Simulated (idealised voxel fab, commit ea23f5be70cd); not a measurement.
The process module that follows is named voxel self aligned vias.
The figure presents cross-section cut, which has a width of 290 nm and is divided into square cells with an edge length of 5 nm.
Each cross-section below is a grid of square cells, stated as bands in top-down order, with one or more rows of cells making up each band.
A band entry consists of two parts. The first gives the height of the band's top and the height of its bottom, in nm. The rest lists the band's materials from left to right, each with its width in nm. A single material labelled with the word "all across" fills the band from edge to edge, and the word "empty" marks empty space.
It should be noted that heights are counted from 0, beneath which the wafer as supplied is of one material throughout, and that the lowest band possesses no lower boundary but continues downward, as written in "z 0 and below".
The width entry "30..40" should be interpreted row by row: the top row of cells in the band takes the first number, the bottom row takes the second number, and the change between adjacent rows is uniform throughout.
A step reported as "nothing was modified" is a step in which no cell of the cross-section changed.
Entry "Closed void catalog". Content: empty spaces with no open connection to the top, size 8 cells or greater. Each: width x height at distance. Distance: from left edge. Unit: nm.
The remark found on a step's line after its settings is issued by the simulator itself and pertains to that step.
"overlay nm" denotes, for a step that has a mask, the displacement of the mask to the right of its planned place, with negative values corresponding to the left.
Note on reading: below, each pair holds a cross-section from before one process step and one from after it; the one from after shows only down to the lowest band that changed. Beneath the pair, the step in between is stated along with its settings. The pairs can stem from different runs of this module on the same starting wafer. Where a pair's entry headed "Before the process" says so, and only there, that pair continues from the pair above it.

Before the process:
	z 55 to 40  resist: 65 / empty: 20 / resist: 50 / empty: 20 / resist: 50 / empty: 20 / resist: 65
	z 40 to 20  SiO2: 65 / empty: 20 / SiO2: 50 / empty: 20 / SiO2: 50 / empty: 20 / SiO2: 65
	z 20 to 15  SiCN all across
	z 15 to 0  SiO2 all across
	z 0 and below  Si all across
	Closed void catalog: none

Post-Process View:
	z 40 to 20  SiO2: 65 / empty: 20 / SiO2: 50 / empty: 20 / SiO2: 50 / empty: 20 / SiO2: 65
	No changes below 20.
	Closed void catalog: none
Name the step between the before and after sections above: STRIP with etch materials resist

Before the process: we pick up right where the pair above leaves off, with its after cross-section.

Post-Process View:
	z 45 to 40  TiN: 70 / empty: 10 / TiN: 60 / empty: 10 / TiN: 60 / empty: 10 / TiN: 70
	z 40 to 25  SiO2: 65 / TiN: 5 / empty: 10 / TiN: 5 / SiO2: 50 / TiN: 5 / empty: 10 / TiN: 5 / SiO2: 50 / TiN: 5 / empty: 10 / TiN: 5 / SiO2: 65
	z 25 to 20  SiO2: 65 / TiN: 20 / SiO2: 50 / TiN: 20 / SiO2: 50 / TiN: 20 / SiO2: 65
	No changes below 20.
	Closed void catalog: none
Name the step between the before and after sections above: CONFORMAL_DEP with material TiN, thk nm 5

Before the process: we pick up right where the pair above leaves off, with its after cross-section.

Post-Process View:
	z 50 to 45  W all across
	z 45 to 40  TiN: 70 / W: 10 / TiN: 60 / W: 10 / TiN: 60 / W: 10 / TiN: 70
	z 40 to 25  SiO2: 65 / TiN: 5 / W: 10 / TiN: 5 / SiO2: 50 / TiN: 5 / W: 10 / TiN: 5 / SiO2: 50 / TiN: 5 / W: 10 / TiN: 5 / SiO2: 65
	No changes below 25.
	Closed void catalog: none
Name the step between the before and after sections above: FILL_DEP with material W, thk nm 5

Before the process: we pick up right where the pair above leaves off, with its after cross-section.

Post-Process View:
	z 40 to 25  SiO2: 65 / TiN: 5 / W: 10 / TiN: 5 / SiO2: 50 / TiN: 5 / W: 10 / TiN: 5 / SiO2: 50 / TiN: 5 / W: 10 / TiN: 5 / SiO2: 65
	No changes below 25.
	Closed void catalog: none
Name the step between the before and after sections above: CMP with height nm 40

Before the process: we pick up right where the pair above leaves off, with its after cross-section.

Post-Process View:
	z 40 to 35  SiO2: 65 / empty: 20 / SiO2: 50 / empty: 20 / SiO2: 50 / empty: 20 / SiO2: 65
	No changes below 35.
	Closed void catalog: none
Name the step between the before and after sections above: SELECTIVE_ETCH with etch materials W Ru TiN, depth nm 5

Before the process: we pick up right where the pair above leaves off, with its after cross-section.

Post-Process View:
	z 45 to 40  SiN all across
	z 40 to 35  SiO2: 65 / SiN: 20 / SiO2: 50 / SiN: 20 / SiO2: 50 / SiN: 20 / SiO2: 65
	No changes below 35.
	Closed void catalog: none
Name the step between the before and after sections above: FILL_DEP with material SiN, thk nm 5

Before the process: we pick up right where the pair above leaves off, with its after cross-section.

Post-Process View:
	z 40 to 35  SiO2: 65 / SiN: 20 / SiO2: 50 / SiN: 20 / SiO2: 50 / SiN: 20 / SiO2: 65
	No changes below 35.
	Closed void catalog: none
Name the step between the before and after sections above: CMP with height nm 40

Before the process: we pick up right where the pair above leaves off, with its after cross-section.

Post-Process View:
	z 60 to 40  SiO2 all across
	No changes below 40.
	Closed void catalog: none
Name the step between the before and after sections above: DIRECTIONAL_DEP with material SiO2, thk nm 20

Before the process: we pick up right where the pair above leaves off, with its after cross-section.

Post-Process View:
	z 60 to 40  SiO2: 55 / empty: 40 / SiO2: 30 / empty: 40 / SiO2: 30 / empty: 40 / SiO2: 55
	No changes below 40.
	Closed void catalog: none
Name the step between the before and after sections above: MASKED_ETCH with tone open, mask id VIAS, width nm 40, pitch nm 70, etch materials SiO2, depth nm 20, overlay nm 0

Before the process: we pick up right where the pair above leaves off, with its after cross-section.

Post-Process View:
	z 60 to 40  SiO2: 55 / empty: 40 / SiO2: 30 / empty: 40 / SiO2: 30 / empty: 40 / SiO2: 55
	z 40 to 35  SiO2: 65 / empty: 20 / SiO2: 50 / empty: 20 / SiO2: 50 / empty: 20 / SiO2: 65
	No changes below 35.
	Closed void catalog: none
Name the step between the before and after sections above: MASKED_ETCH with tone open, mask id VIAS, width nm 40, pitch nm 70, etch materials SiN, depth nm 5, overlay nm 0

Before the process: we pick up right where the pair above leaves off, with its after cross-section.

Post-Process View:
	z 65 to 60  TiN: 60 / empty: 30 / TiN: 40 / empty: 30 / TiN: 40 / empty: 30 / TiN: 60
	z 60 to 45  SiO2: 55 / TiN: 5 / empty: 30 / TiN: 5 / SiO2: 30 / TiN: 5 / empty: 30 / TiN: 5 / SiO2: 30 / TiN: 5 / empty: 30 / TiN: 5 / SiO2: 55
	z 45 to 40  SiO2: 55 / TiN: 15 / empty: 10 / TiN: 15 / SiO2: 30 / TiN: 15 / empty: 10 / TiN: 15 / SiO2: 30 / TiN: 15 / empty: 10 / TiN: 15 / SiO2: 55
	z 40 to 35  SiO2: 65 / TiN: 20 / SiO2: 50 / TiN: 20 / SiO2: 50 / TiN: 20 / SiO2: 65
	No changes below 35.
	Closed void catalog: none
Name the step between the before and after sections above: CONFORMAL_DEP with material TiN, thk nm 5

Before the process: we pick up right where the pair above leaves off, with its after cross-section.

Post-Process View:
	z 70 to 65  Cu all across
	z 65 to 60  TiN: 60 / Cu: 30 / TiN: 40 / Cu: 30 / TiN: 40 / Cu: 30 / TiN: 60
	z 60 to 45  SiO2: 55 / TiN: 5 / Cu: 30 / TiN: 5 / SiO2: 30 / TiN: 5 / Cu: 30 / TiN: 5 / SiO2: 30 / TiN: 5 / Cu: 30 / TiN: 5 / SiO2: 55
	z 45 to 40  SiO2: 55 / TiN: 15 / Cu: 10 / TiN: 15 / SiO2: 30 / TiN: 15 / Cu: 10 / TiN: 15 / SiO2: 30 / TiN: 15 / Cu: 10 / TiN: 15 / SiO2: 55
	No changes below 40.
	Closed void catalog: none
Name the step between the before and after sections above: FILL_DEP with material Cu, thk nm 5

Before the process: we pick up right where the pair above leaves off, with its after cross-section.

Post-Process View:
	z 60 to 45  SiO2: 55 / TiN: 5 / Cu: 30 / TiN: 5 / SiO2: 30 / TiN: 5 / Cu: 30 / TiN: 5 / SiO2: 30 / TiN: 5 / Cu: 30 / TiN: 5 / SiO2: 55
	No changes below 45.
	Closed void catalog: none
Name the step between the before and after sections above: CMP with height nm 60

Before the process: we pick up right where the pair above leaves off, with its after cross-section.

Post-Process View:
	z 65 to 60  SiN all across
	No changes below 60.
	Closed void catalog: none
Name the step between the before and after sections above: CONFORMAL_DEP with material SiN, thk nm 5

Before the process:
	z 60 to 40  SiO2: 55 / empty: 40 / SiO2: 30 / empty: 40 / SiO2: 30 / empty: 40 / SiO2: 55
	z 40 to 35  SiO2: 60 / SiN: 30 / SiO2: 40 / SiN: 30 / SiO2: 40 / SiN: 30 / SiO2: 60
	z 35 to 25  SiO2: 60 / TiN: 5 / W: 20 / TiN: 5 / SiO2: 40 / TiN: 5 / W: 20 / TiN: 5 / SiO2: 40 / TiN: 5 / W: 20 / TiN: 5 / SiO2: 60
	z 25 to 20  SiO2: 60 / TiN: 30 / SiO2: 40 / TiN: 30 / SiO2: 40 / TiN: 30 / SiO2: 60
	z 20 to 15  SiCN all across
	z 15 to 0  SiO2 all across
	z 0 and below  Si all across
	Closed void catalog: none

Post-Process View:
	z 60 to 40  SiO2: 55 / empty: 40 / SiO2: 30 / empty: 40 / SiO2: 30 / empty: 40 / SiO2: 55
	z 40 to 35  SiO2: 60 / SiN: 5 / empty: 25 / SiO2: 40 / SiN: 5 / empty: 25 / SiO2: 40 / SiN: 5 / empty: 25 / SiO2: 60
	No changes below 35.
	Closed void catalog: none
Name the step between the before and after sections above: MASKED_ETCH with tone open, mask id VIAS, width nm 40, pitch nm 70, etch materials SiN, depth nm 5, overlay nm 10

Before the process: we pick up right where the pair above leaves off, with its after cross-section.

Post-Process View:
	z 65 to 60  TiN: 60 / empty: 30 / TiN: 40 / empty: 30 / TiN: 40 / empty: 30 / TiN: 60
	z 60 to 45  SiO2: 55 / TiN: 5 / empty: 30 / TiN: 5 / SiO2: 30 / TiN: 5 / empty: 30 / TiN: 5 / SiO2: 30 / TiN: 5 / empty: 30 / TiN: 5 / SiO2: 55
	z 45 to 40  SiO2: 55 / TiN: 15 / empty: 15 / TiN: 10 / SiO2: 30 / TiN: 15 / empty: 15 / TiN: 10 / SiO2: 30 / TiN: 15 / empty: 15 / TiN: 10 / SiO2: 55
	z 40 to 35  SiO2: 60 / SiN: 5 / TiN: 25 / SiO2: 40 / SiN: 5 / TiN: 25 / SiO2: 40 / SiN: 5 / TiN: 25 / SiO2: 60
	No changes below 35.
	Closed void catalog: none
Name the step between the before and after sections above: CONFORMAL_DEP with material TiN, thk nm 5

Before the process: we pick up right where the pair above leaves off, with its after cross-section.

Post-Process View:
	z 70 to 65  Cu all across
	z 65 to 60  TiN: 60 / Cu: 30 / TiN: 40 / Cu: 30 / TiN: 40 / Cu: 30 / TiN: 60
	z 60 to 45  SiO2: 55 / TiN: 5 / Cu: 30 / TiN: 5 / SiO2: 30 / TiN: 5 / Cu: 30 / TiN: 5 / SiO2: 30 / TiN: 5 / Cu: 30 / TiN: 5 / SiO2: 55
	z 45 to 40  SiO2: 55 / TiN: 15 / Cu: 15 / TiN: 10 / SiO2: 30 / TiN: 15 / Cu: 15 / TiN: 10 / SiO2: 30 / TiN: 15 / Cu: 15 / TiN: 10 / SiO2: 55
	No changes below 40.
	Closed void catalog: none
Name the step between the before and after sections above: FILL_DEP with material Cu, thk nm 5

Before the process: we pick up right where the pair above leaves off, with its after cross-section.

Post-Process View:
	z 60 to 45  SiO2: 55 / TiN: 5 / Cu: 30 / TiN: 5 / SiO2: 30 / TiN: 5 / Cu: 30 / TiN: 5 / SiO2: 30 / TiN: 5 / Cu: 30 / TiN: 5 / SiO2: 55
	No changes below 45.
	Closed void catalog: none
Name the step between the before and after sections above: CMP with height nm 60

Before the process: we pick up right where the pair above leaves off, with its after cross-section.

Post-Process View:
	z 65 to 60  SiN all across
	No changes below 60.
	Closed void catalog: none
Name the step between the before and after sections above: CONFORMAL_DEP with material SiN, thk nm 5

Before the process:
	z 40 to 35  SiO2: 60 / SiN: 30 / SiO2: 40 / SiN: 30 / SiO2: 40 / SiN: 30 / SiO2: 60
	z 35 to 25  SiO2: 60 / TiN: 5 / W: 20 / TiN: 5 / SiO2: 40 / TiN: 5 / W: 20 / TiN: 5 / SiO2: 40 / TiN: 5 / W: 20 / TiN: 5 / SiO2: 60
	z 25 to 20  SiO2: 60 / TiN: 30 / SiO2: 40 / TiN: 30 / SiO2: 40 / TiN: 30 / SiO2: 60
	z 20 to 15  SiCN all across
	z 15 to 0  SiO2 all across
	z 0 and below  Si all across
	Closed void catalog: none

Post-Process View:
	z 60 to 40  Ru all across
	No changes below 40.
	Closed void catalog: none
Name the step between the before and after sections above: DIRECTIONAL_DEP with material Ru, thk nm 20

Before the process: we pick up right where the pair above leaves off, with its after cross-section.

Post-Process View:
	z 65 to 60  TiN all across
	No changes below 60.
	Closed void catalog: none
Name the step between the before and after sections above: CONFORMAL_DEP with material TiN, thk nm 5

Before the process: we pick up right where the pair above leaves off, with its after cross-section.

Post-Process View:
	z 70 to 65  Cu all across
	No changes below 65.
	Closed void catalog: none
Name the step between the before and after sections above: FILL_DEP with material Cu, thk nm 5

Before the process: we pick up right where the pair above leaves off, with its after cross-section.

Post-Process View:
	z 60 to 40  Ru all across
	No changes below 40.
	Closed void catalog: none
Name the step between the before and after sections above: CMP with height nm 60

Before the process: we pick up right where the pair above leaves off, with its after cross-section.

Post-Process View:
	z 65 to 60  SiN all across
	No changes below 60.
	Closed void catalog: none
Name the step between the before and after sections above: CONFORMAL_DEP with material SiN, thk nm 5

Before the process:
	z 40 to 20  SiO2 all across
	z 20 to 15  SiCN all across
	z 15 to 0  SiO2 all across
	z 0 and below  Si all across
	Closed void catalog: none

Post-Process View:
	z 55 to 40  empty: 60 / resist: 30 / empty: 40 / resist: 30 / empty: 40 / resist: 30 / empty: 60
	No changes below 40.
	Closed void catalog: none
Name the step between the before and after sections above: PATTERN with tone cover, mask id LINES, material resist, width nm 30, pitch nm 70, thk nm 15, overlay nm 0

Before the process: we pick up right where the pair above leaves off, with its after cross-section.

Post-Process View:
	z 55 to 40  empty: 60 / resist: 30 / empty: 40 / resist: 30 / empty: 40 / resist: 30 / empty: 60
	z 40 to 20  empty: 60 / SiO2: 30 / empty: 40 / SiO2: 30 / empty: 40 / SiO2: 30 / empty: 60
	No changes below 20.
	Closed void catalog: none
Name the step between the before and after sections above: DIRECTIONAL_ETCH with etch materials SiO2, depth nm 20

Before the process: we pick up right where the pair above leaves off, with its after cross-section.

Post-Process View:
	z 40 to 20  empty: 60 / SiO2: 30 / empty: 40 / SiO2: 30 / empty: 40 / SiO2: 30 / empty: 60
	No changes below 20.
	Closed void catalog: none
Name the step between the before and after sections above: STRIP with etch materials resist

Before the process: we pick up right where the pair above leaves off, with its after cross-section.

Post-Process View:
	z 45 to 40  empty: 55 / TiN: 40 / empty: 30 / TiN: 40 / empty: 30 / TiN: 40 / empty: 55
	z 40 to 25  empty: 55 / TiN: 5 / SiO2: 30 / TiN: 5 / empty: 30 / TiN: 5 / SiO2: 30 / TiN: 5 / empty: 30 / TiN: 5 / SiO2: 30 / TiN: 5 / empty: 55
	z 25 to 20  TiN: 60 / SiO2: 30 / TiN: 40 / SiO2: 30 / TiN: 40 / SiO2: 30 / TiN: 60
	No changes below 20.
	Closed void catalog: none
Name the step between the before and after sections above: CONFORMAL_DEP with material TiN, thk nm 5

Before the process: we pick up right where the pair above leaves off, with its after cross-section.

Post-Process View:
	z 50 to 45  W all across
	z 45 to 40  W: 55 / TiN: 40 / W: 30 / TiN: 40 / W: 30 / TiN: 40 / W: 55
	z 40 to 25  W: 55 / TiN: 5 / SiO2: 30 / TiN: 5 / W: 30 / TiN: 5 / SiO2: 30 / TiN: 5 / W: 30 / TiN: 5 / SiO2: 30 / TiN: 5 / W: 55
	No changes below 25.
	Closed void catalog: none
Name the step between the before and after sections above: FILL_DEP with material W, thk nm 5

Before the process: we pick up right where the pair above leaves off, with its after cross-section.

Post-Process View:
	z 40 to 25  W: 55 / TiN: 5 / SiO2: 30 / TiN: 5 / W: 30 / TiN: 5 / SiO2: 30 / TiN: 5 / W: 30 / TiN: 5 / SiO2: 30 / TiN: 5 / W: 55
	No changes below 25.
	Closed void catalog: none
Name the step between the before and after sections above: CMP with height nm 40

Before the process: we pick up right where the pair above leaves off, with its after cross-section.

Post-Process View:
	z 40 to 35  empty: 60 / SiO2: 30 / empty: 40 / SiO2: 30 / empty: 40 / SiO2: 30 / empty: 60
	No changes below 35.
	Closed void catalog: none
Name the step between the before and after sections above: SELECTIVE_ETCH with etch materials W Ru TiN, depth nm 5

Before the process: we pick up right where the pair above leaves off, with its after cross-section.

Post-Process View:
	z 45 to 40  SiN all across
	z 40 to 35  SiN: 60 / SiO2: 30 / SiN: 40 / SiO2: 30 / SiN: 40 / SiO2: 30 / SiN: 60
	No changes below 35.
	Closed void catalog: none
Name the step between the before and after sections above: FILL_DEP with material SiN, thk nm 5

Before the process: we pick up right where the pair above leaves off, with its after cross-section.

Post-Process View:
	z 40 to 35  SiN: 60 / SiO2: 30 / SiN: 40 / SiO2: 30 / SiN: 40 / SiO2: 30 / SiN: 60
	No changes below 35.
	Closed void catalog: none
Name the step between the before and after sections above: CMP with height nm 40

Before the process: we pick up right where the pair above leaves off, with its after cross-section.

Post-Process View:
	z 60 to 40  SiO2 all across
	No changes below 40.
	Closed void catalog: none
Name the step between the before and after sections above: DIRECTIONAL_DEP with material SiO2, thk nm 20

Before the process: we pick up right where the pair above leaves off, with its after cross-section.

Post-Process View:
	z 60 to 40  SiO2: 55 / empty: 40 / SiO2: 30 / empty: 40 / SiO2: 30 / empty: 40 / SiO2: 55
	No changes below 40.
	Closed void catalog: none
Name the step between the before and after sections above: MASKED_ETCH with tone open, mask id VIAS, width nm 40, pitch nm 70, etch materials SiO2, depth nm 20, overlay nm 0

Before the process: we pick up right where the pair above leaves off, with its after cross-section.

Post-Process View:
	z 60 to 40  SiO2: 55 / empty: 40 / SiO2: 30 / empty: 40 / SiO2: 30 / empty: 40 / SiO2: 55
	z 40 to 35  SiN: 55 / empty: 5 / SiO2: 30 / empty: 5 / SiN: 30 / empty: 5 / SiO2: 30 / empty: 5 / SiN: 30 / empty: 5 / SiO2: 30 / empty: 5 / SiN: 55
	No changes below 35.
	Closed void catalog: none
Name the step between the before and after sections above: MASKED_ETCH with tone open, mask id VIAS, width nm 40, pitch nm 70, etch materials SiN, depth nm 5, overlay nm 0

Before the process: we pick up right where the pair above leaves off, with its after cross-section.

Post-Process View:
	z 65 to 60  TiN: 60 / empty: 30 / TiN: 40 / empty: 30 / TiN: 40 / empty: 30 / TiN: 60
	z 60 to 45  SiO2: 55 / TiN: 5 / empty: 30 / TiN: 5 / SiO2: 30 / TiN: 5 / empty: 30 / TiN: 5 / SiO2: 30 / TiN: 5 / empty: 30 / TiN: 5 / SiO2: 55
	z 45 to 40  SiO2: 55 / TiN: 40 / SiO2: 30 / TiN: 40 / SiO2: 30 / TiN: 40 / SiO2: 55
	z 40 to 35  SiN: 55 / TiN: 5 / SiO2: 30 / TiN: 5 / SiN: 30 / TiN: 5 / SiO2: 30 / TiN: 5 / SiN: 30 / TiN: 5 / SiO2: 30 / TiN: 5 / SiN: 55
	No changes below 35.
	Closed void catalog: none
Name the step between the before and after sections above: CONFORMAL_DEP with material TiN, thk nm 5

Before the process: we pick up right where the pair above leaves off, with its after cross-section.

Post-Process View:
	z 70 to 65  Cu all across
	z 65 to 60  TiN: 60 / Cu: 30 / TiN: 40 / Cu: 30 / TiN: 40 / Cu: 30 / TiN: 60
	z 60 to 45  SiO2: 55 / TiN: 5 / Cu: 30 / TiN: 5 / SiO2: 30 / TiN: 5 / Cu: 30 / TiN: 5 / SiO2: 30 / TiN: 5 / Cu: 30 / TiN: 5 / SiO2: 55
	No changes below 45.
	Closed void catalog: none
Name the step between the before and after sections above: FILL_DEP with material Cu, thk nm 5

Before the process: we pick up right where the pair above leaves off, with its after cross-section.

Post-Process View:
	z 60 to 45  SiO2: 55 / TiN: 5 / Cu: 30 / TiN: 5 / SiO2: 30 / TiN: 5 / Cu: 30 / TiN: 5 / SiO2: 30 / TiN: 5 / Cu: 30 / TiN: 5 / SiO2: 55
	No changes below 45.
	Closed void catalog: none
Name the step between the before and after sections above: CMP with height nm 60

Before the process: we pick up right where the pair above leaves off, with its after cross-section.

Post-Process View:
	z 65 to 60  SiN all across
	No changes below 60.
	Closed void catalog: none
Name the step between the before and after sections above: CONFORMAL_DEP with material SiN, thk nm 5
